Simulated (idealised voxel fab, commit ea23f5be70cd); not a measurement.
This is a process module. Its name is voxel ribs on slabs.
Cross-sectional view cut (width: 295 nm; square cell size: 5 nm).
When this document writes out a cross-section, it uses a grid of square cells and lists it as bands, beginning at the top and moving down, with a band standing for one or more rows of cells.
Band: top and bottom heights (nm) first, top before bottom; then materials from left to right, widths in nm. "full width" marks a sole material filling the band edge to edge. "air" denotes empty space.
Counting heights begins at 0, where everything beneath is, in the wafer as received, one material. The lowest band has no bottom; it goes on downwards, as "from 0 down" shows.
Width: "30->40" (first number = top row, second number = bottom row, same change from row to row of cells).
When a step is marked "no alteration", none of the cells in the cross-section changed during that step.
Each empty space that has no open way to the top and spans at least 8 cells appears under "Fully enclosed voids" as width x height at distance, the distance counted from the left edge, all in nm.
On a step's line, text after the settings is the simulator commenting on that step.
overlay nm: mask right of planned place by this much (step with mask). Neg. = left.

Listed below are the process steps as planned
1) op RECEIVE | material Si
2) op DIRECTIONAL_DEP | material SiO2 | thk nm 25
3) op DIRECTIONAL_DEP | material SiN | thk nm 25
4) op PATTERN | tone cover | mask id RIB | material resist | width nm 15 | thk nm 15 | overlay nm 0
5) op DIRECTIONAL_ETCH | etch materials SiN | depth nm 5
6) op STRIP | etch materials resist
7) op MASKED_ETCH | tone cover | mask id SLAB | width nm 55 | etch materials SiN | depth nm 20 | overlay nm 0
8) op FILL_DEP | material SiO2 | thk nm 30
9) op CMP | height nm 70
10) op DIRECTIONAL_DEP | material TiN | thk nm 10
11) op MASKED_ETCH | tone cover | mask id HEATER | width nm 25 | etch materials TiN | depth nm 10 | overlay nm 0
12) op CONFORMAL_DEP | material SiO2 | thk nm 5

Cross-section, incoming material, after step 1
    from 0 down = Si full width
    Fully enclosed voids: none

Cross-section, end of module. Start: as above. Plan: as above. Execution: one mistake
    from 85 to 80 = air 130  SiO2 35  air 130
    from 80 to 75 = air 130  SiO2 5  TiN 25  SiO2 5  air 130
    from 75 to 70 = SiO2 135  TiN 25  SiO2 135
    from 70 to 50 = SiO2 full width
    from 50 to 45 = SiO2 140  SiN 15  SiO2 140
    from 45 to 25 = SiO2 125  SiN 45  SiO2 125
    from 25 to 0 = SiO2 full width
    from 0 down = Si full width
    Fully enclosed voids: none
What broke from the plan during processing? step 7 changed vs plan, executed as op MASKED_ETCH | tone cover | mask id SLAB | width nm 45 | etch materials SiN | depth nm 20 | overlay nm 0
